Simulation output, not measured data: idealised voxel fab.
The following is a process module called voxel released beams.
Shown is cross-section cut, with a width of 155 nm and square cells of size 5 nm.
A cross-section is written here as square cells arranged in a grid, and it is given in bands from the top down, each band taking up one or more rows of cells.
Band: top and bottom heights (nm) first, top before bottom; then materials from left to right, widths in nm. "full width" marks a sole material filling the band edge to edge. "air" denotes empty space.
Heights from 0 (as-received wafer is one material below). Bottom band endless downward, as "0 nm and below".
A width given as "30->40" starts at the first number in the band's top row and ends at the second number in its bottom row, shifting by an equal amount at every step from row to row.
For the purposes of this document, the phrase "nothing was modified" attached to a step denotes that no cell within the cross-section was modified by that step.
"Closed void inventory" lists enclosed empty spaces (at least 8 cells, no open path upward to the top), each as width x height at distance from the left edge, in nm.
Formally, on a step line, whatever follows the settings is a remark that the simulator itself makes on the step.
You can add "overlay nm" to a step's line. For a step with a mask, it describes how far the mask lay to the right of its planned position, and a negative number describes a lay to the left.
Steps in the process plan
1. RECEIVE: material Si
2. CONFORMAL_DEP: material Al2O3, thk nm 10
3. DIRECTIONAL_DEP: material SiO2, thk nm 10
4. DIRECTIONAL_DEP: material aC, thk nm 15
5. PATTERN: tone open, mask id ANCHOR, material resist, width nm 40, thk nm 35, overlay nm 0
6. DIRECTIONAL_ETCH: etch materials aC, depth nm 15
7. STRIP: etch materials resist
8. DIRECTIONAL_ETCH: etch materials SiO2, depth nm 10
9. STRIP: etch materials aC
10. CONFORMAL_DEP: material SiN, thk nm 15
11. MASKED_ETCH: tone cover, mask id BEAM, width nm 90, etch materials SiN, depth nm 15, overlay nm 0
12. STRIP: etch materials SiO2
First wafer, as planned
As received, after step 1
    0 nm and below  Si full width
    Closed void inventory: none
Cross-section of the wafer after step 2
    10 nm to 0 nm  Al2O3 full width
    Below 0, the layers are the same as they were.
Cross-section of the wafer after step 3
    20 nm to 10 nm  SiO2 full width
    Below 10, the layers are the same as they were.
Cross-section of the wafer after step 4
    35 nm to 20 nm  aC full width
    Below 20, the layers are the same as they were.
Cross-section of the wafer after step 5
    70 nm to 35 nm  resist 35; air 40; resist 80
    Below 35, the layers are the same as they were.
Cross-section of the wafer after step 6
    55 nm to 35 nm  resist 35; air 40; resist 80
    35 nm to 20 nm  aC 35; air 40; aC 80
    Below 20, the layers are the same as they were.
Cross-section of the wafer after step 7
    35 nm to 20 nm  aC 35; air 40; aC 80
    Below 20, the layers are the same as they were.
Cross-section of the wafer after step 8
    35 nm to 20 nm  aC 35; air 40; aC 80
    20 nm to 10 nm  SiO2 35; air 40; SiO2 80
    Below 10, the layers are the same as they were.
Cross-section of the wafer after step 9
    20 nm to 10 nm  SiO2 35; air 40; SiO2 80
    Below 10, the layers are the same as they were.
Cross-section of the wafer after step 10
    35 nm to 25 nm  SiN 50; air 10; SiN 95
    25 nm to 20 nm  SiN full width
    20 nm to 10 nm  SiO2 35; SiN 40; SiO2 80
    Below 10, the layers are the same as they were.
Cross-section of the wafer after step 11
    35 nm to 25 nm  air 30; SiN 20; air 10; SiN 60; air 35
    25 nm to 20 nm  air 30; SiN 90; air 35
    Below 20, the layers are the same as they were.
Cross-section of the wafer after step 12
    35 nm to 25 nm  air 30; SiN 20; air 10; SiN 60; air 35
    25 nm to 20 nm  air 30; SiN 90; air 35
    20 nm to 10 nm  air 35; SiN 40; air 80
    Below 10, the layers are the same as they were.
Second wafer: same start and same plan as the first, one execution error; identical to the first through step 2
Second wafer, cut view, end of step 3 per plan
    20 nm to 10 nm  SiN full width
    Below 10, the layers are the same as they were.
Second wafer, cut view, end of step 4 per plan
    35 nm to 20 nm  aC full width
    Below 20, the layers are the same as they were.
Second wafer, cut view, end of step 5 per plan
    70 nm to 35 nm  resist 35; air 40; resist 80
    Below 35, the layers are the same as they were.
Second wafer, cut view, end of step 6 per plan
    55 nm to 35 nm  resist 35; air 40; resist 80
    35 nm to 20 nm  aC 35; air 40; aC 80
    Below 20, the layers are the same as they were.
Second wafer, cut view, end of step 7 per plan
    35 nm to 20 nm  aC 35; air 40; aC 80
    Below 20, the layers are the same as they were.
Second wafer, cut view, end of step 8 per plan: nothing was modified
Second wafer, cut view, end of step 9 per plan
    20 nm to 10 nm  SiN full width
    Below 10, the layers are the same as they were.
Second wafer, cut view, end of step 10 per plan
    35 nm to 10 nm  SiN full width
    Below 10, the layers are the same as they were.
Second wafer, cut view, end of step 11 per plan
    35 nm to 20 nm  air 30; SiN 90; air 35
    Below 20, the layers are the same as they were.
Second wafer, cut view, end of step 12 per plan: nothing was modified
What broke from the plan during processing? so step 3 ended up running with a different setting than we planned, it ran as DIRECTIONAL_DEP: material SiN, thk nm 10
Final tally in cells, some materials are higher or lower on the second wafer than on the first: 50 more of SiN
